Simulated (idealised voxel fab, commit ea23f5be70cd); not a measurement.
Title: Process Module voxel wiring stack
This is section cut - it's 260 nm across, gridded in 5 nm square cells.
Just so we're on the same page, the cross-sections are grids of square cells, and they're listed out in bands top to bottom, each band one or more rows deep. Top height, bottom height, nm. Materials left to right, width each, nm. Single material + "everywhere" = fills band edge to edge. "air" = empty. Height datum 0, below which the as-received substrate wafer is one material. Lowest band open at the bottom, running downward: "z 0 and below". You'd read "30 to 40" like this: the band's top row of cells is as wide as the first number, its bottom row is as wide as the second, and going down, every row changes width by the same amount as the row before did. You'll sometimes find "all unchanged" written for a step, and that's the way of saying that nowhere in the cross-section did a cell change during that step. Look at "Cavities, closed" for the closed voids: empty spaces with no open path to the top, sized 8 cells or up. Each is width x height at distance, distance from the left edge, all nm. Step line, after settings: the simulator's comment on this step. Each step line may optionally specify "overlay nm", which for a step with a mask gives the rightward distance between the mask's planned place and where it lay, a negative value indicating the leftward direction.

### Listed below are the process steps as planned
1 op RECEIVE | material Si
2 op CONFORMAL_DEP | material SiO2 | thk nm 15
3 op CONFORMAL_DEP | material SiN | thk nm 5
4 op DIRECTIONAL_DEP | material SiO2 | thk nm 20
5 op PATTERN | tone open | mask id METAL_1 | material resist | width nm 30 | pitch nm 60 | thk nm 20 | overlay nm 0
6 op DIRECTIONAL_ETCH | etch materials SiO2 | depth nm 20
7 op DIRECTIONAL_ETCH | etch materials SiN | depth nm 5
8 op STRIP | etch materials resist
9 op CONFORMAL_DEP | material TiN | thk nm 5
10 op FILL_DEP | material Cu | thk nm 5
11 op CMP | height nm 40
12 op CONFORMAL_DEP | material SiCN | thk nm 5
13 op DIRECTIONAL_DEP | material lowk | thk nm 30
14 op PATTERN | tone open | mask id METAL_2_HOLES | material resist | width nm 15 | pitch nm 120 | thk nm 20 | overlay nm 0
15 op DIRECTIONAL_ETCH | etch materials lowk | depth nm 30
16 op STRIP | etch materials resist
17 op DIRECTIONAL_DEP | material aC | thk nm 15
18 op PATTERN | tone open | mask id METAL_2 | material resist | width nm 30 | pitch nm 60 | thk nm 35 | overlay nm 0
19 op DIRECTIONAL_ETCH | etch materials aC | depth nm 15
20 op STRIP | etch materials resist
21 op DIRECTIONAL_ETCH | etch materials lowk | depth nm 15
22 op DIRECTIONAL_ETCH | etch materials SiCN | depth nm 5
23 op STRIP | etch materials aC
24 op CONFORMAL_DEP | material TiN | thk nm 5
25 op FILL_DEP | material Cu | thk nm 5
26 op CMP | height nm 75
27 op CONFORMAL_DEP | material SiCN | thk nm 5
28 op DIRECTIONAL_DEP | material SiO2 | thk nm 20
29 op PATTERN | tone open | mask id PLUG_2 | material resist | width nm 15 | pitch nm 60 | thk nm 15 | overlay nm 0
30 op DIRECTIONAL_ETCH | etch materials SiO2 | depth nm 20
31 op DIRECTIONAL_ETCH | etch materials SiCN | depth nm 5
32 op STRIP | etch materials resist
33 op CONFORMAL_DEP | material TiN | thk nm 5
34 op FILL_DEP | material Cu | thk nm 10
35 op CMP | height nm 100
36 op DIRECTIONAL_DEP | material TiN | thk nm 5
37 op DIRECTIONAL_DEP | material W | thk nm 25
38 op MASKED_ETCH | tone cover | mask id METAL_3 | width nm 30 | pitch nm 60 | etch materials W | depth nm 25 | overlay nm 0
39 op MASKED_ETCH | tone cover | mask id METAL_3 | width nm 30 | pitch nm 60 | etch materials TiN | depth nm 5 | overlay nm 0
40 op CONFORMAL_DEP | material SiCN | thk nm 5
41 op FILL_DEP | material SiO2 | thk nm 10
42 op CMP | height nm 130
43 op CONFORMAL_DEP | material SiCN | thk nm 5
44 op DIRECTIONAL_DEP | material lowk | thk nm 20
45 op MASKED_ETCH | tone open | mask id PLUG_3 | width nm 15 | pitch nm 120 | etch materials lowk | depth nm 20 | overlay nm 0
46 op MASKED_ETCH | tone open | mask id PLUG_3 | width nm 15 | pitch nm 120 | etch materials SiCN | depth nm 5 | overlay nm 0
47 op EPI | material Ru | thk nm 10
48 op EPI | material Ru | thk nm 10
49 op EPI | material Ru | thk nm 5
50 op CONFORMAL_DEP | material SiCN | thk nm 5
51 op DIRECTIONAL_DEP | material SiO2 | thk nm 25
52 op PATTERN | tone open | mask id METAL_4 | material resist | width nm 30 | pitch nm 60 | thk nm 20 | overlay nm 0
53 op DIRECTIONAL_ETCH | etch materials SiO2 | depth nm 25
54 op DIRECTIONAL_ETCH | etch materials SiCN | depth nm 5
55 op STRIP | etch materials resist
56 op CONFORMAL_DEP | material TiN | thk nm 5
57 op FILL_DEP | material W | thk nm 5
58 op CMP | height nm 185
59 op EPI | material Ru | thk nm 5
60 op FILL_DEP | material SiCN | thk nm 5
Don't read the plan's width nm for step 29 as applying to every wafer: that's the first wafer's value, and the wafers differ in it, though they all start identical.

### Cut through the first of several wafers as received, post step 1
* z 0 and below = Si everywhere
* Cavities, closed: none

### Cross-section of the first of several wafers once the module has run through its last step, step 60
* z 195 to 190 = SiCN everywhere
* z 190 to 185 = 50 of SiCN, 40 of Ru, 20 of SiCN, 40 of Ru, 20 of SiCN, 40 of Ru, 50 of SiCN
* z 185 to 160 = 55 of SiO2, 5 of TiN, 20 of W, 5 of TiN, 30 of SiO2, 5 of TiN, 20 of W, 5 of TiN, 30 of SiO2, 5 of TiN, 20 of W, 5 of TiN, 55 of SiO2
* z 160 to 155 = 55 of SiCN, 30 of TiN, 30 of SiCN, 30 of TiN, 30 of SiCN, 30 of TiN, 55 of SiCN
* z 155 to 135 = 55 of lowk, 15 of Ru, 105 of lowk, 15 of Ru, 70 of lowk
* z 135 to 130 = 55 of SiCN, 15 of Ru, 105 of SiCN, 15 of Ru, 70 of SiCN
* z 130 to 105 = 50 of SiO2, 5 of SiCN, 30 of W, 5 of SiCN, 20 of SiO2, 5 of SiCN, 30 of W, 5 of SiCN, 20 of SiO2, 5 of SiCN, 30 of W, 5 of SiCN, 50 of SiO2
* z 105 to 100 = 55 of SiCN, 30 of TiN, 30 of SiCN, 30 of TiN, 30 of SiCN, 30 of TiN, 55 of SiCN
* z 100 to 80 = 55 of SiO2, 5 of TiN, 5 of Cu, 5 of TiN, 45 of SiO2, 5 of TiN, 5 of Cu, 5 of TiN, 45 of SiO2, 5 of TiN, 5 of Cu, 5 of TiN, 70 of SiO2
* z 80 to 75 = 55 of SiCN, 15 of TiN, 45 of SiCN, 15 of TiN, 45 of SiCN, 15 of TiN, 70 of SiCN
* z 75 to 65 = 55 of lowk, 5 of TiN, 20 of Cu, 5 of TiN, 30 of lowk, 5 of TiN, 20 of Cu, 5 of TiN, 30 of lowk, 5 of TiN, 20 of Cu, 5 of TiN, 55 of lowk
* z 65 to 60 = 55 of lowk, 5 of TiN, 5 of Cu, 20 of TiN, 30 of lowk, 30 of TiN, 30 of lowk, 5 of TiN, 5 of Cu, 20 of TiN, 55 of lowk
* z 60 to 45 = 55 of lowk, 5 of TiN, 5 of Cu, 5 of TiN, 105 of lowk, 5 of TiN, 5 of Cu, 5 of TiN, 70 of lowk
* z 45 to 40 = 55 of SiCN, 15 of TiN, 105 of SiCN, 15 of TiN, 70 of SiCN
* z 40 to 20 = 55 of SiO2, 5 of TiN, 20 of Cu, 5 of TiN, 30 of SiO2, 5 of TiN, 20 of Cu, 5 of TiN, 30 of SiO2, 5 of TiN, 20 of Cu, 5 of TiN, 55 of SiO2
* z 20 to 15 = 55 of SiN, 30 of TiN, 30 of SiN, 30 of TiN, 30 of SiN, 30 of TiN, 55 of SiN
* z 15 to 0 = SiO2 everywhere
* z 0 and below = Si everywhere
* Cavities, closed: none

### X-section, last wafer, module end
* z 195 to 190 = SiCN everywhere
* z 190 to 185 = 50 of SiCN, 40 of Ru, 20 of SiCN, 40 of Ru, 20 of SiCN, 40 of Ru, 50 of SiCN
* z 185 to 160 = 55 of SiO2, 5 of TiN, 20 of W, 5 of TiN, 30 of SiO2, 5 of TiN, 20 of W, 5 of TiN, 30 of SiO2, 5 of TiN, 20 of W, 5 of TiN, 55 of SiO2
* z 160 to 155 = 55 of SiCN, 30 of TiN, 30 of SiCN, 30 of TiN, 30 of SiCN, 30 of TiN, 55 of SiCN
* z 155 to 135 = 55 of lowk, 15 of Ru, 105 of lowk, 15 of Ru, 70 of lowk
* z 135 to 130 = 55 of SiCN, 15 of Ru, 105 of SiCN, 15 of Ru, 70 of SiCN
* z 130 to 105 = 50 of SiO2, 5 of SiCN, 30 of W, 5 of SiCN, 20 of SiO2, 5 of SiCN, 30 of W, 5 of SiCN, 20 of SiO2, 5 of SiCN, 30 of W, 5 of SiCN, 50 of SiO2
* z 105 to 100 = 55 of SiCN, 30 of TiN, 30 of SiCN, 30 of TiN, 30 of SiCN, 30 of TiN, 55 of SiCN
* z 100 to 80 = 50 of SiO2, 5 of TiN, 20 of Cu, 5 of TiN, 30 of SiO2, 5 of TiN, 20 of Cu, 5 of TiN, 30 of SiO2, 5 of TiN, 20 of Cu, 5 of TiN, 60 of SiO2
* z 80 to 75 = 50 of SiCN, 30 of TiN, 30 of SiCN, 30 of TiN, 30 of SiCN, 30 of TiN, 60 of SiCN
* z 75 to 65 = 55 of lowk, 5 of TiN, 20 of Cu, 5 of TiN, 30 of lowk, 5 of TiN, 20 of Cu, 5 of TiN, 30 of lowk, 5 of TiN, 20 of Cu, 5 of TiN, 55 of lowk
* z 65 to 60 = 55 of lowk, 5 of TiN, 5 of Cu, 20 of TiN, 30 of lowk, 30 of TiN, 30 of lowk, 5 of TiN, 5 of Cu, 20 of TiN, 55 of lowk
* z 60 to 45 = 55 of lowk, 5 of TiN, 5 of Cu, 5 of TiN, 105 of lowk, 5 of TiN, 5 of Cu, 5 of TiN, 70 of lowk
* z 45 to 40 = 55 of SiCN, 15 of TiN, 105 of SiCN, 15 of TiN, 70 of SiCN
* z 40 to 20 = 55 of SiO2, 5 of TiN, 20 of Cu, 5 of TiN, 30 of SiO2, 5 of TiN, 20 of Cu, 5 of TiN, 30 of SiO2, 5 of TiN, 20 of Cu, 5 of TiN, 55 of SiO2
* z 20 to 15 = 55 of SiN, 30 of TiN, 30 of SiN, 30 of TiN, 30 of SiN, 30 of TiN, 55 of SiN
* z 15 to 0 = SiO2 everywhere
* z 0 and below = Si everywhere
* Cavities, closed: none

### The table below has one row for each wafer; a row shows, as of the end of the module, how many cells of each material the wafer has gained, marked (+), or lost, marked (-), since it was received, and then the wafer's closed voids
width nm 15, +92 Cu, +54 Ru, +313 SiCN, +34 SiN, +774 SiO2, +187 TiN, +150 W, +424 lowk, Cavities, closed: none
width nm 20, +104 Cu, +54 Ru, +310 SiCN, +34 SiN, +762 SiO2, +190 TiN, +150 W, +424 lowk, Cavities, closed: none
width nm 25, +116 Cu, +54 Ru, +307 SiCN, +34 SiN, +750 SiO2, +193 TiN, +150 W, +424 lowk, Cavities, closed: none
width nm 30, +128 Cu, +54 Ru, +304 SiCN, +34 SiN, +738 SiO2, +196 TiN, +150 W, +424 lowk, Cavities, closed: none
